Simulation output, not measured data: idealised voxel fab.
process module | voxel self aligned vias
cross-section cut | 210 nm wide | cells 5 nm
A cross-section is a grid of square cells, given in bands from the top down. A band is one or more rows of cells.
Each band's line starts with the height of the band's top and of its bottom, in nm. Then come its materials from left to right, each with its width in nm. One material with "throughout" fills the band from edge to edge. "air" is empty space.
Height 0 is the level under which the wafer as received is all one material. The lowest band goes on downwards, as in "0 down".
A width such as "30 to 40" changes by the same amount from each row of cells to the next, from the band's top row to its bottom row.
"no change" after a step means that no cell of the cross-section changed.
closed voids: empty space of 8 cells or more with no open way to the top, each as width x height at its distance from the left edge, in nm
after a step's settings: what the simulator itself notes on the step
overlay nm, on a step with a mask: how far to the right of its planned place the mask lay; to the left if negative
plan
1 op RECEIVE | material Si
2 op CONFORMAL_DEP | material SiO2 | thk nm 10
3 op CONFORMAL_DEP | material SiCN | thk nm 5
4 op DIRECTIONAL_DEP | material SiO2 | thk nm 25
5 op DIRECTIONAL_DEP | material aC | thk nm 15
6 op PATTERN | tone open | mask id LINES | material resist | width nm 20 | pitch nm 65 | thk nm 30 | overlay nm 0
7 op DIRECTIONAL_ETCH | etch materials aC | depth nm 15
8 op STRIP | etch materials resist
9 op DIRECTIONAL_ETCH | etch materials SiO2 | depth nm 25
10 op STRIP | etch materials aC
11 op CONFORMAL_DEP | material TiN | thk nm 5
12 op FILL_DEP | material Ru | thk nm 10
13 op CMP | height nm 40
14 op SELECTIVE_ETCH | etch materials W Ru TiN | depth nm 10
15 op FILL_DEP | material SiN | thk nm 5
16 op CMP | height nm 40
17 op DIRECTIONAL_DEP | material SiO2 | thk nm 20
18 op MASKED_ETCH | tone open | mask id VIAS | width nm 40 | pitch nm 130 | etch materials SiO2 | depth nm 20 | overlay nm 0
19 op MASKED_ETCH | tone open | mask id VIAS | width nm 40 | pitch nm 130 | etch materials SiN | depth nm 10 | overlay nm 0
20 op CONFORMAL_DEP | material TiN | thk nm 5
21 op FILL_DEP | material Cu | thk nm 10
22 op CMP | height nm 60
23 op CONFORMAL_DEP | material SiCN | thk nm 5
as received, after step 1
  0 down: Si throughout
  closed voids: none
a wafer at the end: this start, this plan, one mistake
  80 to 75: SiCN throughout
  75 to 65: Cu throughout
  65 to 60: TiN 25 | Cu 30 | TiN 100 | Cu 30 | TiN 25
  60 to 45: SiO2 20 | TiN 5 | Cu 30 | TiN 5 | SiO2 90 | TiN 5 | Cu 30 | TiN 5 | SiO2 20
  45 to 40: SiO2 20 | TiN 15 | Cu 10 | TiN 15 | SiO2 90 | TiN 15 | Cu 10 | TiN 15 | SiO2 20
  40 to 35: SiO2 30 | TiN 5 | Cu 10 | TiN 5 | SiO2 45 | SiN 20 | SiO2 45 | TiN 5 | Cu 10 | TiN 5 | SiO2 30
  35 to 30: SiO2 30 | TiN 20 | SiO2 45 | SiN 20 | SiO2 45 | TiN 20 | SiO2 30
  30 to 20: SiO2 30 | TiN 5 | Ru 10 | TiN 5 | SiO2 45 | TiN 5 | Ru 10 | TiN 5 | SiO2 45 | TiN 5 | Ru 10 | TiN 5 | SiO2 30
  20 to 15: SiO2 30 | TiN 20 | SiO2 45 | TiN 20 | SiO2 45 | TiN 20 | SiO2 30
  15 to 10: SiCN throughout
  10 to 0: SiO2 throughout
  0 down: Si throughout
  closed voids: none
what went wrong: step 22 was left out
